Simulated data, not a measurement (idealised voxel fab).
Process module in this document: voxel wiring stack
This is section cut - it's 270 nm across, gridded in 5 nm square cells.
Think of the cross-section as a grid of square cells. We describe it in bands, top to bottom, and each band covers one or more rows of those cells. Per band: top height and bottom height in nm, followed by the left-to-right materials and their widths in nm; "everywhere" marks a single material spanning edge to edge, "empty" marks empty space. For the purposes of this specification, 0 denotes the height below which the wafer in its as-received condition is composed wholly of one material, and the lowermost band, lacking a lower limit, extends downward without end, as expressed in "top 0, no bottom". The notation "30->40" denotes a width that varies across the rows of cells in the band, beginning at the first number in the top row, finishing at the second number in the bottom row, and changing by an identical amount from each row to the next. You'll sometimes find "all unchanged" written for a step, and that's the way of saying that nowhere in the cross-section did a cell change during that step. "Encapsulated voids": empty spaces of 8 cells or more with no open way to the top, each given as width x height at distance, distance from the left edge, all in nm. What comes after the settings on a step's line is commentary from the simulator itself on that step. When a step includes a mask, the "overlay nm" setting on its line states how far to the right of its planned place that mask lay, and negative values state how far to the left.
Process steps - plan
1: RECEIVE,material Si
2: CONFORMAL_DEP,material SiO2,thk nm 15
3: CONFORMAL_DEP,material SiN,thk nm 5
4: DIRECTIONAL_DEP,material lowk,thk nm 25
5: DIRECTIONAL_DEP,material aC,thk nm 15
6: PATTERN,tone open,mask id METAL_1,material resist,width nm 30,pitch nm 50,thk nm 30,overlay nm 0
7: DIRECTIONAL_ETCH,etch materials aC,depth nm 15
8: STRIP,etch materials resist
9: DIRECTIONAL_ETCH,etch materials lowk,depth nm 25
10: DIRECTIONAL_ETCH,etch materials SiN,depth nm 5
11: STRIP,etch materials aC
12: CONFORMAL_DEP,material TiN,thk nm 5
13: FILL_DEP,material Cu,thk nm 10
14: CMP,height nm 45
15: CONFORMAL_DEP,material SiCN,thk nm 5
16: DIRECTIONAL_DEP,material SiO2,thk nm 15
17: DIRECTIONAL_DEP,material aC,thk nm 15
18: PATTERN,tone open,mask id PLUG_1,material resist,width nm 15,pitch nm 50,thk nm 30,overlay nm 0
19: DIRECTIONAL_ETCH,etch materials aC,depth nm 15
20: STRIP,etch materials resist
21: DIRECTIONAL_ETCH,etch materials SiO2,depth nm 15
22: DIRECTIONAL_ETCH,etch materials SiCN,depth nm 5
23: STRIP,etch materials aC
24: CONFORMAL_DEP,material TiN,thk nm 5
25: FILL_DEP,material W,thk nm 5
26: CMP,height nm 65
27: DIRECTIONAL_DEP,material TiN,thk nm 5
28: DIRECTIONAL_DEP,material Ru,thk nm 20
29: MASKED_ETCH,tone cover,mask id METAL_2,width nm 30,pitch nm 50,etch materials Ru,depth nm 20,overlay nm 0
30: MASKED_ETCH,tone cover,mask id METAL_2,width nm 30,pitch nm 50,etch materials TiN,depth nm 5,overlay nm 0
31: FILL_DEP,material lowk,thk nm 10
32: CMP,height nm 90
33: CONFORMAL_DEP,material SiCN,thk nm 5
34: DIRECTIONAL_DEP,material SiO2,thk nm 15
35: DIRECTIONAL_DEP,material aC,thk nm 15
36: PATTERN,tone open,mask id PLUG_2,material resist,width nm 15,thk nm 30,overlay nm 0
37: DIRECTIONAL_ETCH,etch materials aC,depth nm 15
38: STRIP,etch materials resist
39: DIRECTIONAL_ETCH,etch materials SiO2,depth nm 15
40: DIRECTIONAL_ETCH,etch materials SiCN,depth nm 5
41: STRIP,etch materials aC
42: CONFORMAL_DEP,material TiN,thk nm 5
43: FILL_DEP,material W,thk nm 5
44: CMP,height nm 110
45: DIRECTIONAL_DEP,material TiN,thk nm 5
46: DIRECTIONAL_DEP,material Ru,thk nm 15
47: PATTERN,tone cover,mask id METAL_3,material resist,width nm 30,pitch nm 50,thk nm 15,overlay nm 0
48: DIRECTIONAL_ETCH,etch materials Ru,depth nm 15
49: DIRECTIONAL_ETCH,etch materials TiN,depth nm 5
50: STRIP,etch materials resist
51: CONFORMAL_DEP,material SiCN,thk nm 5
52: FILL_DEP,material lowk,thk nm 10
53: CMP,height nm 130
54: CONFORMAL_DEP,material SiCN,thk nm 5
The following pertains to the first of two wafers, which was processed as planned
Delivered wafer in cross-section: state after step 1
  top 0, no bottom | Si everywhere
  Encapsulated voids: none
Upon completion of step 2, the wafer appears in cross-section as shown
  top 15, bottom 0 | SiO2 everywhere
  Unchanged below 0.
Upon completion of step 3, the wafer appears in cross-section as shown
  top 20, bottom 15 | SiN everywhere
  Unchanged below 15.
Upon completion of step 4, the wafer appears in cross-section as shown
  top 45, bottom 20 | lowk everywhere
  Unchanged below 20.
Upon completion of step 5, the wafer appears in cross-section as shown
  top 60, bottom 45 | aC everywhere
  Unchanged below 45.
Upon completion of step 6, the wafer appears in cross-section as shown
  top 90, bottom 60 | 95 resist, then 30 empty, then 20 resist, then 30 empty, then 95 resist
  Unchanged below 60.
Upon completion of step 7, the wafer appears in cross-section as shown
  top 75, bottom 60 | 95 resist, then 30 empty, then 20 resist, then 30 empty, then 95 resist
  top 60, bottom 45 | 95 aC, then 30 empty, then 20 aC, then 30 empty, then 95 aC
  Unchanged below 45.
Upon completion of step 8, the wafer appears in cross-section as shown
  top 60, bottom 45 | 95 aC, then 30 empty, then 20 aC, then 30 empty, then 95 aC
  Unchanged below 45.
Upon completion of step 9, the wafer appears in cross-section as shown
  top 60, bottom 45 | 95 aC, then 30 empty, then 20 aC, then 30 empty, then 95 aC
  top 45, bottom 20 | 95 lowk, then 30 empty, then 20 lowk, then 30 empty, then 95 lowk
  Unchanged below 20.
Upon completion of step 10, the wafer appears in cross-section as shown
  top 60, bottom 45 | 95 aC, then 30 empty, then 20 aC, then 30 empty, then 95 aC
  top 45, bottom 20 | 95 lowk, then 30 empty, then 20 lowk, then 30 empty, then 95 lowk
  top 20, bottom 15 | 95 SiN, then 30 empty, then 20 SiN, then 30 empty, then 95 SiN
  Unchanged below 15.
Upon completion of step 11, the wafer appears in cross-section as shown
  top 45, bottom 20 | 95 lowk, then 30 empty, then 20 lowk, then 30 empty, then 95 lowk
  Unchanged below 20.
Upon completion of step 12, the wafer appears in cross-section as shown
  top 50, bottom 45 | 100 TiN, then 20 empty, then 30 TiN, then 20 empty, then 100 TiN
  top 45, bottom 20 | 95 lowk, then 5 TiN, then 20 empty, then 5 TiN, then 20 lowk, then 5 TiN, then 20 empty, then 5 TiN, then 95 lowk
  top 20, bottom 15 | 95 SiN, then 30 TiN, then 20 SiN, then 30 TiN, then 95 SiN
  Unchanged below 15.
Upon completion of step 13, the wafer appears in cross-section as shown
  top 60, bottom 50 | Cu everywhere
  top 50, bottom 45 | 100 TiN, then 20 Cu, then 30 TiN, then 20 Cu, then 100 TiN
  top 45, bottom 20 | 95 lowk, then 5 TiN, then 20 Cu, then 5 TiN, then 20 lowk, then 5 TiN, then 20 Cu, then 5 TiN, then 95 lowk
  Unchanged below 20.
Upon completion of step 14, the wafer appears in cross-section as shown
  top 45, bottom 20 | 95 lowk, then 5 TiN, then 20 Cu, then 5 TiN, then 20 lowk, then 5 TiN, then 20 Cu, then 5 TiN, then 95 lowk
  Unchanged below 20.
Upon completion of step 15, the wafer appears in cross-section as shown
  top 50, bottom 45 | SiCN everywhere
  Unchanged below 45.
Upon completion of step 16, the wafer appears in cross-section as shown
  top 65, bottom 50 | SiO2 everywhere
  Unchanged below 50.
Upon completion of step 17, the wafer appears in cross-section as shown
  top 80, bottom 65 | aC everywhere
  Unchanged below 65.
Upon completion of step 18, the wafer appears in cross-section as shown
  top 110, bottom 80 | 95 resist, then 15 empty, then 35 resist, then 15 empty, then 110 resist
  Unchanged below 80.
Upon completion of step 19, the wafer appears in cross-section as shown
  top 95, bottom 80 | 95 resist, then 15 empty, then 35 resist, then 15 empty, then 110 resist
  top 80, bottom 65 | 95 aC, then 15 empty, then 35 aC, then 15 empty, then 110 aC
  Unchanged below 65.
Upon completion of step 20, the wafer appears in cross-section as shown
  top 80, bottom 65 | 95 aC, then 15 empty, then 35 aC, then 15 empty, then 110 aC
  Unchanged below 65.
Upon completion of step 21, the wafer appears in cross-section as shown
  top 80, bottom 65 | 95 aC, then 15 empty, then 35 aC, then 15 empty, then 110 aC
  top 65, bottom 50 | 95 SiO2, then 15 empty, then 35 SiO2, then 15 empty, then 110 SiO2
  Unchanged below 50.
Upon completion of step 22, the wafer appears in cross-section as shown
  top 80, bottom 65 | 95 aC, then 15 empty, then 35 aC, then 15 empty, then 110 aC
  top 65, bottom 50 | 95 SiO2, then 15 empty, then 35 SiO2, then 15 empty, then 110 SiO2
  top 50, bottom 45 | 95 SiCN, then 15 empty, then 35 SiCN, then 15 empty, then 110 SiCN
  Unchanged below 45.
Upon completion of step 23, the wafer appears in cross-section as shown
  top 65, bottom 50 | 95 SiO2, then 15 empty, then 35 SiO2, then 15 empty, then 110 SiO2
  Unchanged below 50.
Upon completion of step 24, the wafer appears in cross-section as shown
  top 70, bottom 65 | 100 TiN, then 5 empty, then 45 TiN, then 5 empty, then 115 TiN
  top 65, bottom 50 | 95 SiO2, then 5 TiN, then 5 empty, then 5 TiN, then 35 SiO2, then 5 TiN, then 5 empty, then 5 TiN, then 110 SiO2
  top 50, bottom 45 | 95 SiCN, then 15 TiN, then 35 SiCN, then 15 TiN, then 110 SiCN
  Unchanged below 45.
Upon completion of step 25, the wafer appears in cross-section as shown
  top 75, bottom 70 | W everywhere
  top 70, bottom 65 | 100 TiN, then 5 W, then 45 TiN, then 5 W, then 115 TiN
  top 65, bottom 50 | 95 SiO2, then 5 TiN, then 5 W, then 5 TiN, then 35 SiO2, then 5 TiN, then 5 W, then 5 TiN, then 110 SiO2
  Unchanged below 50.
Upon completion of step 26, the wafer appears in cross-section as shown
  top 65, bottom 50 | 95 SiO2, then 5 TiN, then 5 W, then 5 TiN, then 35 SiO2, then 5 TiN, then 5 W, then 5 TiN, then 110 SiO2
  Unchanged below 50.
Upon completion of step 27, the wafer appears in cross-section as shown
  top 70, bottom 65 | TiN everywhere
  Unchanged below 65.
Upon completion of step 28, the wafer appears in cross-section as shown
  top 90, bottom 70 | Ru everywhere
  Unchanged below 70.
Upon completion of step 29, the wafer appears in cross-section as shown
  top 90, bottom 70 | 95 empty, then 30 Ru, then 20 empty, then 30 Ru, then 95 empty
  Unchanged below 70.
Upon completion of step 30, the wafer appears in cross-section as shown
  top 90, bottom 70 | 95 empty, then 30 Ru, then 20 empty, then 30 Ru, then 95 empty
  top 70, bottom 65 | 95 empty, then 30 TiN, then 20 empty, then 30 TiN, then 95 empty
  Unchanged below 65.
Upon completion of step 31, the wafer appears in cross-section as shown
  top 100, bottom 90 | lowk everywhere
  top 90, bottom 70 | 95 lowk, then 30 Ru, then 20 lowk, then 30 Ru, then 95 lowk
  top 70, bottom 65 | 95 lowk, then 30 TiN, then 20 lowk, then 30 TiN, then 95 lowk
  Unchanged below 65.
Upon completion of step 32, the wafer appears in cross-section as shown
  top 90, bottom 70 | 95 lowk, then 30 Ru, then 20 lowk, then 30 Ru, then 95 lowk
  Unchanged below 70.
Upon completion of step 33, the wafer appears in cross-section as shown
  top 95, bottom 90 | SiCN everywhere
  Unchanged below 90.
Upon completion of step 34, the wafer appears in cross-section as shown
  top 110, bottom 95 | SiO2 everywhere
  Unchanged below 95.
Upon completion of step 35, the wafer appears in cross-section as shown
  top 125, bottom 110 | aC everywhere
  Unchanged below 110.
Upon completion of step 36, the wafer appears in cross-section as shown
  top 155, bottom 125 | 95 resist, then 15 empty, then 160 resist
  Unchanged below 125.
Upon completion of step 37, the wafer appears in cross-section as shown
  top 140, bottom 125 | 95 resist, then 15 empty, then 160 resist
  top 125, bottom 110 | 95 aC, then 15 empty, then 160 aC
  Unchanged below 110.
Upon completion of step 38, the wafer appears in cross-section as shown
  top 125, bottom 110 | 95 aC, then 15 empty, then 160 aC
  Unchanged below 110.
Upon completion of step 39, the wafer appears in cross-section as shown
  top 125, bottom 110 | 95 aC, then 15 empty, then 160 aC
  top 110, bottom 95 | 95 SiO2, then 15 empty, then 160 SiO2
  Unchanged below 95.
Upon completion of step 40, the wafer appears in cross-section as shown
  top 125, bottom 110 | 95 aC, then 15 empty, then 160 aC
  top 110, bottom 95 | 95 SiO2, then 15 empty, then 160 SiO2
  top 95, bottom 90 | 95 SiCN, then 15 empty, then 160 SiCN
  Unchanged below 90.
Upon completion of step 41, the wafer appears in cross-section as shown
  top 110, bottom 95 | 95 SiO2, then 15 empty, then 160 SiO2
  Unchanged below 95.
Upon completion of step 42, the wafer appears in cross-section as shown
  top 115, bottom 110 | 100 TiN, then 5 empty, then 165 TiN
  top 110, bottom 95 | 95 SiO2, then 5 TiN, then 5 empty, then 5 TiN, then 160 SiO2
  top 95, bottom 90 | 95 SiCN, then 15 TiN, then 160 SiCN
  Unchanged below 90.
Upon completion of step 43, the wafer appears in cross-section as shown
  top 120, bottom 115 | W everywhere
  top 115, bottom 110 | 100 TiN, then 5 W, then 165 TiN
  top 110, bottom 95 | 95 SiO2, then 5 TiN, then 5 W, then 5 TiN, then 160 SiO2
  Unchanged below 95.
Upon completion of step 44, the wafer appears in cross-section as shown
  top 110, bottom 95 | 95 SiO2, then 5 TiN, then 5 W, then 5 TiN, then 160 SiO2
  Unchanged below 95.
Upon completion of step 45, the wafer appears in cross-section as shown
  top 115, bottom 110 | TiN everywhere
  Unchanged below 110.
Upon completion of step 46, the wafer appears in cross-section as shown
  top 130, bottom 115 | Ru everywhere
  Unchanged below 115.
Upon completion of step 47, the wafer appears in cross-section as shown
  top 145, bottom 130 | 95 empty, then 30 resist, then 20 empty, then 30 resist, then 95 empty
  Unchanged below 130.
Upon completion of step 48, the wafer appears in cross-section as shown
  top 145, bottom 130 | 95 empty, then 30 resist, then 20 empty, then 30 resist, then 95 empty
  top 130, bottom 115 | 95 empty, then 30 Ru, then 20 empty, then 30 Ru, then 95 empty
  Unchanged below 115.
Upon completion of step 49, the wafer appears in cross-section as shown
  top 145, bottom 130 | 95 empty, then 30 resist, then 20 empty, then 30 resist, then 95 empty
  top 130, bottom 115 | 95 empty, then 30 Ru, then 20 empty, then 30 Ru, then 95 empty
  top 115, bottom 110 | 95 empty, then 30 TiN, then 20 empty, then 30 TiN, then 95 empty
  Unchanged below 110.
Upon completion of step 50, the wafer appears in cross-section as shown
  top 130, bottom 115 | 95 empty, then 30 Ru, then 20 empty, then 30 Ru, then 95 empty
  Unchanged below 115.
Upon completion of step 51, the wafer appears in cross-section as shown
  top 135, bottom 130 | 90 empty, then 40 SiCN, then 10 empty, then 40 SiCN, then 90 empty
  top 130, bottom 115 | 90 empty, then 5 SiCN, then 30 Ru, then 5 SiCN, then 10 empty, then 5 SiCN, then 30 Ru, then 5 SiCN, then 90 empty
  top 115, bottom 110 | 95 SiCN, then 30 TiN, then 20 SiCN, then 30 TiN, then 95 SiCN
  Unchanged below 110.
Upon completion of step 52, the wafer appears in cross-section as shown
  top 145, bottom 135 | lowk everywhere
  top 135, bottom 130 | 90 lowk, then 40 SiCN, then 10 lowk, then 40 SiCN, then 90 lowk
  top 130, bottom 115 | 90 lowk, then 5 SiCN, then 30 Ru, then 5 SiCN, then 10 lowk, then 5 SiCN, then 30 Ru, then 5 SiCN, then 90 lowk
  Unchanged below 115.
Upon completion of step 53, the wafer appears in cross-section as shown
  top 130, bottom 115 | 90 lowk, then 5 SiCN, then 30 Ru, then 5 SiCN, then 10 lowk, then 5 SiCN, then 30 Ru, then 5 SiCN, then 90 lowk
  Unchanged below 115.
Upon completion of step 54, the wafer appears in cross-section as shown
  top 135, bottom 130 | SiCN everywhere
  Unchanged below 130.
Here the second wafer is described. Its start and its plan were those of the first wafer. Its run contained one mistake. Up to and including step 46, it did exactly what the first wafer did
Second wafer: cross-section at the scheduled end of step 47
  top 145, bottom 130 | 95 resist, then 30 empty, then 20 resist, then 30 empty, then 95 resist
  Unchanged below 130.
Second wafer: cross-section at the scheduled end of step 48
  top 145, bottom 130 | 95 resist, then 30 empty, then 20 resist, then 30 empty, then 95 resist
  top 130, bottom 115 | 95 Ru, then 30 empty, then 20 Ru, then 30 empty, then 95 Ru
  Unchanged below 115.
Second wafer: cross-section at the scheduled end of step 49
  top 145, bottom 130 | 95 resist, then 30 empty, then 20 resist, then 30 empty, then 95 resist
  top 130, bottom 115 | 95 Ru, then 30 empty, then 20 Ru, then 30 empty, then 95 Ru
  top 115, bottom 110 | 95 TiN, then 30 empty, then 20 TiN, then 30 empty, then 95 TiN
  Unchanged below 110.
Second wafer: cross-section at the scheduled end of step 50
  top 130, bottom 115 | 95 Ru, then 30 empty, then 20 Ru, then 30 empty, then 95 Ru
  Unchanged below 115.
Second wafer: cross-section at the scheduled end of step 51
  top 135, bottom 130 | 100 SiCN, then 20 empty, then 30 SiCN, then 20 empty, then 100 SiCN
  top 130, bottom 115 | 95 Ru, then 5 SiCN, then 20 empty, then 5 SiCN, then 20 Ru, then 5 SiCN, then 20 empty, then 5 SiCN, then 95 Ru
  top 115, bottom 110 | 95 TiN, then 30 SiCN, then 20 TiN, then 30 SiCN, then 95 TiN
  Unchanged below 110.
Second wafer: cross-section at the scheduled end of step 52
  top 145, bottom 135 | lowk everywhere
  top 135, bottom 130 | 100 SiCN, then 20 lowk, then 30 SiCN, then 20 lowk, then 100 SiCN
  top 130, bottom 115 | 95 Ru, then 5 SiCN, then 20 lowk, then 5 SiCN, then 20 Ru, then 5 SiCN, then 20 lowk, then 5 SiCN, then 95 Ru
  Unchanged below 115.
Second wafer: cross-section at the scheduled end of step 53
  top 130, bottom 115 | 95 Ru, then 5 SiCN, then 20 lowk, then 5 SiCN, then 20 Ru, then 5 SiCN, then 20 lowk, then 5 SiCN, then 95 Ru
  Unchanged below 115.
Second wafer: cross-section at the scheduled end of step 54
  top 135, bottom 130 | SiCN everywhere
  Unchanged below 130.
What was done differently from what was planned? off-plan run, step 47, actual operation and settings PATTERN,tone open,mask id METAL_3,material resist,width nm 30,pitch nm 50,thk nm 15,overlay nm 0
The second wafer ends with more or fewer cells of some materials than the first, per final count: 90 more of Ru, 30 fewer of SiCN, 30 more of TiN, 90 fewer of lowk
